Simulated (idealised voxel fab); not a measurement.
voxel transistor to metal: a process module
Square cells of 5 nm make up the cross-section cut, whose width is 150 nm.
Cross-section = grid of square cells, listed top down in bands; band = one or more rows. This entry defines a band. It first specifies the height of the band's top and the height of its bottom in nm, and then specifies the band's materials from left to right, stating each material with its width in nm. The word "edge to edge" identifies a single material that fills the band from edge to edge, while the word "empty" identifies empty space. A quick word on heights: they are counted from 0, and under that level the wafer as it came to us is one material throughout. The lowest band is different from the rest in having no bottom; it simply continues downward, written as in "0 down". The expression "30..40" gives the width at the extremes of the band, the first number at its top row of cells and the second at its bottom row, with the width changing by equal amounts from each row to the next in between. "no modifications" (step): cross-section cells unchanged, all of them. Listed in "Closed void roster": every empty space of 8 or more cells without an open way to the top. Form: width x height at distance, the distance being from the left edge, all in nm. after a step's settings: what the simulator itself notes on the step. On any step carrying a mask, the "overlay nm" setting, if present on the step's line, tells how far right of its planned place the mask lay; negative values point to the left.
### So here's the lineup of process steps we planned
1. RECEIVE: material Si
2. OXIDIZE: depth nm 5
3. CONFORMAL_DEP: material SiN, thk nm 10
4. MASKED_ETCH: tone cover, mask id ACTIVE, width nm 95, etch materials SiN, depth nm 10, overlay nm -10
5. MASKED_ETCH: tone cover, mask id ACTIVE, width nm 95, etch materials SiO2, depth nm 5, overlay nm 0
6. MASKED_ETCH: tone cover, mask id ACTIVE, width nm 95, etch materials Si, depth nm 25, overlay nm 0
7. FILL_DEP: material SiO2, thk nm 15
8. CMP: height nm 10
9. SELECTIVE_ETCH: etch materials SiO2, depth nm 10
10. STRIP: etch materials SiN
11. SELECTIVE_ETCH: etch materials SiO2, depth nm 5
12. OXIDIZE: depth nm 5
13. DIRECTIONAL_DEP: material polySi, thk nm 25
14. DIRECTIONAL_DEP: material SiCN, thk nm 15
15. PATTERN: tone cover, mask id GATE, material resist, width nm 25, thk nm 20, overlay nm 0
16. DIRECTIONAL_ETCH: etch materials SiCN, depth nm 25
17. DIRECTIONAL_ETCH: etch materials polySi, depth nm 35
18. STRIP: etch materials resist
19. CONFORMAL_DEP: material SiO2, thk nm 5
20. DIRECTIONAL_ETCH: etch materials SiO2, depth nm 5
21. CONFORMAL_DEP: material SiN, thk nm 5
22. DIRECTIONAL_ETCH: etch materials SiN, depth nm 5
23. DIRECTIONAL_ETCH: etch materials SiO2, depth nm 5
24. DIRECTIONAL_ETCH: etch materials Si, depth nm 10
25. EPI: material SiGe, thk nm 10
26. FILL_DEP: material SiO2, thk nm 10
27. CMP: height nm 35
28. DIRECTIONAL_DEP: material SiO2, thk nm 10
29. MASKED_ETCH: tone open, mask id CONTACT, width nm 25, pitch nm 60, etch materials SiO2, depth nm 55, overlay nm 0
30. CONFORMAL_DEP: material TiN, thk nm 5
31. FILL_DEP: material Ru, thk nm 5
32. CMP: height nm 45
33. DIRECTIONAL_DEP: material TiN, thk nm 5
34. DIRECTIONAL_DEP: material Ru, thk nm 20
35. PATTERN: tone cover, mask id METAL_1, material resist, width nm 15, pitch nm 70, thk nm 20, overlay nm 0
36. DIRECTIONAL_ETCH: etch materials Ru, depth nm 20
37. DIRECTIONAL_ETCH: etch materials TiN, depth nm 5
38. STRIP: etch materials resist
39. CONFORMAL_DEP: material SiN, thk nm 5
40. FILL_DEP: material SiO2, thk nm 5
41. CMP: height nm 70
42. CONFORMAL_DEP: material SiN, thk nm 5
The overlay nm used in step 4 is not the same on every wafer, whereas the starting condition is; the value printed in the plan is the first wafer's.
### Cross-sectional view of the first of several wafers in the as-received condition, corresponding to the state following step 1
* 0 down = Si edge to edge
* Closed void roster: none
### At the end of the module, after its last step, step 42, the first of several wafers appears in cross-section as follows
* 75 to 70 = SiN edge to edge
* 70 to 50 = SiO2 (25); SiN (5); Ru (15); SiN (5); SiO2 (45); SiN (5); Ru (15); SiN (5); SiO2 (30)
* 50 to 45 = SiN (30); TiN (15); SiN (55); TiN (15); SiN (35)
* 45 to 35 = SiO2 (30); TiN (5); Ru (15..10); TiN (5..10); SiO2 (35); TiN (5..10); Ru (15..10); TiN (5); SiO2 (35)
* 35 to 20 = SiO2 (30); TiN (5); Ru (10); TiN (5); SiN (5); SiO2 (5); SiCN (25); SiO2 (5); SiN (5); TiN (5); Ru (10); TiN (5); SiO2 (35)
* 20 to 5 = SiO2 (30); TiN (5); Ru (10); TiN (5); SiN (5); SiO2 (5); polySi (25); SiO2 (5); SiN (5); TiN (5); Ru (10); TiN (5); SiO2 (35)
* 5 to 0 = SiO2 (30); TiN (20); SiN (5); SiO2 (5); polySi (25); SiO2 (5); SiN (5); TiN (20); SiO2 (35)
* 0 to -5 = SiO2 (30); TiN (10); SiGe (10); SiN (5); SiO2 (5); polySi (25); SiO2 (5); SiN (5); SiGe (10); TiN (10); SiO2 (35)
* -5 to -10 = SiO2 (30); TiN (10); SiGe (10); SiO2 (45); SiGe (10); TiN (10); SiO2 (35)
* -10 to -20 = SiO2 (15); SiGe (35); Si (45); SiGe (25); SiO2 (30)
* -20 to -30 = SiO2 (15); Si (105); SiO2 (30)
* -30 down = Si edge to edge
* Closed void roster: none
### Cross-section of the final wafer among several, taken at the end of the module
* 75 to 70 = SiN edge to edge
* 70 to 50 = SiO2 (25); SiN (5); Ru (15); SiN (5); SiO2 (45); SiN (5); Ru (15); SiN (5); SiO2 (30)
* 50 to 45 = SiN (30); TiN (15); SiN (55); TiN (15); SiN (35)
* 45 to 35 = SiO2 (30); TiN (5); Ru (15..10); TiN (5..10); SiO2 (35); TiN (5..10); Ru (15..10); TiN (5); SiO2 (35)
* 35 to 20 = SiO2 (30); TiN (5); Ru (10); TiN (5); SiN (5); SiO2 (5); SiCN (25); SiO2 (5); SiN (5); TiN (5); Ru (10); TiN (5); SiO2 (35)
* 20 to 5 = SiO2 (30); TiN (5); Ru (10); TiN (5); SiN (5); SiO2 (5); polySi (25); SiO2 (5); SiN (5); TiN (5); Ru (10); TiN (5); SiO2 (35)
* 5 to 0 = SiO2 (30); TiN (20); SiN (5); SiO2 (5); polySi (25); SiO2 (5); SiN (5); TiN (20); SiO2 (35)
* 0 to -5 = SiO2 (30); TiN (10); SiGe (10); SiN (5); SiO2 (5); polySi (25); SiO2 (5); SiN (5); SiGe (10); TiN (10); SiO2 (35)
* -5 to -10 = SiO2 (30); TiN (10); SiGe (10); SiO2 (45); SiGe (10); TiN (10); SiO2 (35)
* -10 to -20 = SiO2 (25); SiGe (25); Si (45); SiGe (40); SiO2 (15)
* -20 to -30 = SiO2 (25); Si (110); SiO2 (15)
* -30 down = Si edge to edge
* Closed void roster: none
### Here is how to read the rows: every wafer has a row, and it shows the wafer at the end of the module, giving for each material how many cells were gained (+) or lost (-) since the wafer was received, then listing its closed voids
overlay nm -10, +58 Ru, -120 Si, +15 SiCN, +32 SiGe, +86 SiN, +298 SiO2, +56 TiN, +25 polySi, Closed void roster: none
overlay nm -5, +58 Ru, -122 Si, +15 SiCN, +30 SiGe, +86 SiN, +302 SiO2, +56 TiN, +25 polySi, Closed void roster: none
overlay nm 0, +58 Ru, -124 Si, +15 SiCN, +28 SiGe, +86 SiN, +306 SiO2, +56 TiN, +25 polySi, Closed void roster: none
overlay nm 5, +58 Ru, -122 Si, +15 SiCN, +30 SiGe, +86 SiN, +302 SiO2, +56 TiN, +25 polySi, Closed void roster: none
overlay nm 10, +58 Ru, -120 Si, +15 SiCN, +32 SiGe, +86 SiN, +298 SiO2, +56 TiN, +25 polySi, Closed void roster: none
overlay nm 15, +58 Ru, -118 Si, +15 SiCN, +34 SiGe, +86 SiN, +294 SiO2, +56 TiN, +25 polySi, Closed void roster: none
